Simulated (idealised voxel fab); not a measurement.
process module | voxel gate over fins
cross-section cut | 230 nm wide | cells 5 nm
A cross-section is a grid of square cells, given in bands from the top down. A band is one or more rows of cells.
Each band's line starts with the height of the band's top and of its bottom, in nm. Then come its materials from left to right, each with its width in nm. One material with "throughout" fills the band from edge to edge. "air" is empty space.
Height 0 is the level under which the wafer as received is all one material. The lowest band goes on downwards, as in "0 down".
A width such as "30 to 40" changes by the same amount from each row of cells to the next, from the band's top row to its bottom row.
"no change" after a step means that no cell of the cross-section changed.
closed voids: empty space of 8 cells or more with no open way to the top, each as width x height at its distance from the left edge, in nm
after a step's settings: what the simulator itself notes on the step
overlay nm, on a step with a mask: how far to the right of its planned place the mask lay; to the left if negative
plan
1 op RECEIVE | material Si
2 op CONFORMAL_DEP | material SiN | thk nm 10
3 op MASKED_ETCH | tone cover | mask id FINS | width nm 15 | pitch nm 40 | etch materials SiN | depth nm 10 | overlay nm 0
4 op MASKED_ETCH | tone cover | mask id FINS | width nm 15 | pitch nm 40 | etch materials Si | depth nm 30 | overlay nm 0
5 op OXIDIZE | depth nm 5
6 op FILL_DEP | material SiO2 | thk nm 5
7 op CMP | height nm 10
8 op SELECTIVE_ETCH | etch materials SiO2 | depth nm 25
9 op STRIP | etch materials SiN
10 op CONFORMAL_DEP | material HfO2 | thk nm 5
11 op CONFORMAL_DEP | material TiN | thk nm 5
12 op FILL_DEP | material W | thk nm 10
13 op CMP | height nm 15
14 op CONFORMAL_DEP | material SiCN | thk nm 10
as received, after step 1
  0 down: Si throughout
  closed voids: none
first wafer at the end, as planned
  25 to 15: SiCN throughout
  15 to 10: W throughout
  10 to 5: W 80 | TiN 25 | W 15 | TiN 25 | W 85
  5 to 0: W 80 | TiN 5 | HfO2 15 | TiN 5 | W 15 | TiN 5 | HfO2 15 | TiN 5 | W 85
  0 to -5: W 80 | TiN 5 | HfO2 5 | Si 5 | HfO2 5 | TiN 5 | W 15 | TiN 5 | HfO2 5 | Si 5 | HfO2 5 | TiN 5 | W 85
  -5 to -10: TiN 85 | HfO2 5 | Si 5 | HfO2 5 | TiN 25 | HfO2 5 | Si 5 | HfO2 5 | TiN 90
  -10 to -15: HfO2 90 | Si 5 | HfO2 35 | Si 5 | HfO2 95
  -15 to -35: SiO2 90 | Si 5 | SiO2 35 | Si 5 | SiO2 95
  -35 down: Si throughout
  closed voids: none
second wafer at the end: like start, like plan, one mistake
  25 to 15: SiCN throughout
  15 to 10: W throughout
  10 to 5: W 80 | TiN 25 | W 15 | TiN 25 | W 85
  5 to 0: W 80 | TiN 5 | HfO2 15 | TiN 5 | W 15 | TiN 5 | HfO2 15 | TiN 5 | W 85
  0 to -25: W 80 | TiN 5 | HfO2 5 | Si 5 | HfO2 5 | TiN 5 | W 15 | TiN 5 | HfO2 5 | Si 5 | HfO2 5 | TiN 5 | W 85
  -25 to -30: TiN 85 | HfO2 5 | Si 5 | HfO2 5 | TiN 25 | HfO2 5 | Si 5 | HfO2 5 | TiN 90
  -30 to -35: HfO2 90 | Si 5 | HfO2 35 | Si 5 | HfO2 95
  -35 down: Si throughout
  closed voids: none
what went wrong: step 8 was run twice
at the end the second wafer has, in cells: 16 more of HfO2 | 176 fewer of SiO2 | 16 more of TiN | 144 more of W
